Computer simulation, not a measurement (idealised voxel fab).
Process module heading - voxel transistor to metal
Section cut is 300 nm wide and gridded with 5 nm square cells.
The cross-sections in this document take the form of a grid made of square cells. They are written out as bands, in order from top to bottom. Each band consists of one or more rows of cells. Quick guide to a band line: top height, bottom height (nm) up front; then every material left to right with its width in nm. Only one material and it's marked "edge to edge"? Then it fills the band edge to edge. And "blank" just means empty space. Height 0 is the level under which the wafer as received is all one material. The lowest band goes on downwards, as in "top 0, no bottom". A width such as "30->40" changes by the same amount from each row of cells to the next, from the band's top row to its bottom row. "nothing different" for a step: no cell of the cross-section changed in that step. Reported under the label "Catalogued sealed voids" are the empty spaces having no open way to the top and comprising 8 cells or more; the notation for each is width x height at distance, in which the distance is measured from the left edge and all three values are in nm. Read whatever lies past the settings on a step's line as the simulator's own remark about the step. The setting "overlay nm" may be written on the line of a step. When the step uses a mask, the value reports how far to the right of the planned place the mask lay, and a negative value reports that it lay to the left.
### These are the steps we planned for the process
step 1: RECEIVE,material Si
step 2: CONFORMAL_DEP,material SiO2,thk nm 5
step 3: CONFORMAL_DEP,material SiN,thk nm 15
step 4: PATTERN,tone cover,mask id ACTIVE,material resist,width nm 100,pitch nm 125,thk nm 15,overlay nm 0
step 5: DIRECTIONAL_ETCH,etch materials SiN,depth nm 15
step 6: DIRECTIONAL_ETCH,etch materials SiO2,depth nm 5
step 7: DIRECTIONAL_ETCH,etch materials Si,depth nm 20
step 8: STRIP,etch materials resist
step 9: FILL_DEP,material SiO2,thk nm 10
step 10: CMP,height nm 20
step 11: SELECTIVE_ETCH,etch materials SiO2,depth nm 15
step 12: STRIP,etch materials SiN
step 13: SELECTIVE_ETCH,etch materials SiO2,depth nm 5
step 14: OXIDIZE,depth nm 5
step 15: DIRECTIONAL_DEP,material polySi,thk nm 30
step 16: DIRECTIONAL_DEP,material SiCN,thk nm 10
step 17: PATTERN,tone cover,mask id GATE,material resist,width nm 20,pitch nm 125,thk nm 20,overlay nm 0
step 18: DIRECTIONAL_ETCH,etch materials SiCN,depth nm 20
step 19: DIRECTIONAL_ETCH,etch materials polySi,depth nm 40
step 20: STRIP,etch materials resist
step 21: CONFORMAL_DEP,material SiO2,thk nm 5
step 22: DIRECTIONAL_ETCH,etch materials SiO2,depth nm 5
step 23: CONFORMAL_DEP,material SiN,thk nm 5
step 24: DIRECTIONAL_ETCH,etch materials SiN,depth nm 5
step 25: DIRECTIONAL_ETCH,etch materials SiO2,depth nm 5
step 26: DIRECTIONAL_ETCH,etch materials Si,depth nm 10
step 27: EPI,material pSi,thk nm 15
step 28: FILL_DEP,material SiO2,thk nm 10
step 29: CMP,height nm 40
step 30: DIRECTIONAL_DEP,material SiO2,thk nm 10
step 31: PATTERN,tone open,mask id CONTACT,material resist,width nm 30,thk nm 20,overlay nm 0
step 32: DIRECTIONAL_ETCH,etch materials SiO2,depth nm 50
step 33: STRIP,etch materials resist
step 34: CONFORMAL_DEP,material TiN,thk nm 5
step 35: FILL_DEP,material Ru,thk nm 5
step 36: CMP,height nm 50
step 37: DIRECTIONAL_DEP,material TiN,thk nm 5
step 38: DIRECTIONAL_DEP,material W,thk nm 25
step 39: DIRECTIONAL_DEP,material aC,thk nm 10
step 40: PATTERN,tone cover,mask id METAL_1,material resist,width nm 15,thk nm 30,overlay nm 0
step 41: DIRECTIONAL_ETCH,etch materials aC,depth nm 10
step 42: STRIP,etch materials resist
step 43: DIRECTIONAL_ETCH,etch materials W,depth nm 25
step 44: DIRECTIONAL_ETCH,etch materials TiN,depth nm 5
step 45: STRIP,etch materials aC
step 46: CONFORMAL_DEP,material SiCN,thk nm 5
step 47: FILL_DEP,material SiO2,thk nm 10
step 48: CMP,height nm 80
step 49: CONFORMAL_DEP,material SiCN,thk nm 5
### Cross-section of the wafer upon arrival, representing the state reached after step 1
top 0, no bottom | Si edge to edge
Catalogued sealed voids: none
### End state of the module in cross-section, given the above starting point and plan and one mistake in execution
top 85, bottom 80 | SiCN edge to edge
top 80, bottom 55 | SiO2 (35); SiCN (5); W (15); SiCN (5); SiO2 (50); SiCN (5); W (15); SiCN (5); SiO2 (25); SiCN (5); W (15); SiCN (5); SiO2 (50); SiCN (5); W (15); SiCN (5); SiO2 (40)
top 55, bottom 50 | SiCN (40); TiN (15); SiCN (60); TiN (15); SiCN (35); TiN (15); SiCN (60); TiN (15); SiCN (45)
top 50, bottom 40 | SiO2 (40); TiN (5); Ru (20->15); TiN (5->10); SiO2 (30); TiN (5->10); Ru (20->15); TiN (5); SiO2 (35); TiN (5); Ru (20->15); TiN (5->10); SiO2 (30); TiN (5->10); Ru (20->15); TiN (5); SiO2 (45)
top 40, bottom 30 | SiO2 (40); TiN (5); Ru (15); TiN (5); SiCN (5); SiO2 (5); SiCN (20); SiO2 (5); SiCN (5); TiN (5); Ru (15); TiN (5); SiO2 (35); TiN (5); Ru (15); TiN (5); SiCN (5); SiO2 (5); SiCN (20); SiO2 (5); SiCN (5); TiN (5); Ru (15); TiN (5); SiO2 (45)
top 30, bottom 10 | SiO2 (40); TiN (5); Ru (15); TiN (5); SiCN (5); SiO2 (5); polySi (20); SiO2 (5); SiCN (5); TiN (5); Ru (15); TiN (5); SiO2 (35); TiN (5); Ru (15); TiN (5); SiCN (5); SiO2 (5); polySi (20); SiO2 (5); SiCN (5); TiN (5); Ru (15); TiN (5); SiO2 (45)
top 10, bottom 5 | SiO2 (40); TiN (25); SiCN (5); SiO2 (5); polySi (20); SiO2 (5); SiCN (5); TiN (25); SiO2 (35); TiN (25); SiCN (5); SiO2 (5); polySi (20); SiO2 (5); SiCN (5); TiN (25); SiO2 (45)
top 5, bottom 0 | SiCN (70); SiO2 (5); polySi (20); SiO2 (5); SiCN (95); SiO2 (5); polySi (20); SiO2 (5); SiCN (75)
top 0, bottom -5 | SiO2 edge to edge
top -5, bottom -20 | SiO2 (35); Si (100); SiO2 (25); Si (100); SiO2 (40)
top -20, no bottom | Si edge to edge
Catalogued sealed voids: none
Finding, execution versus plan: step 23, actual vs plan mismatch, actual run CONFORMAL_DEP,material SiCN,thk nm 5
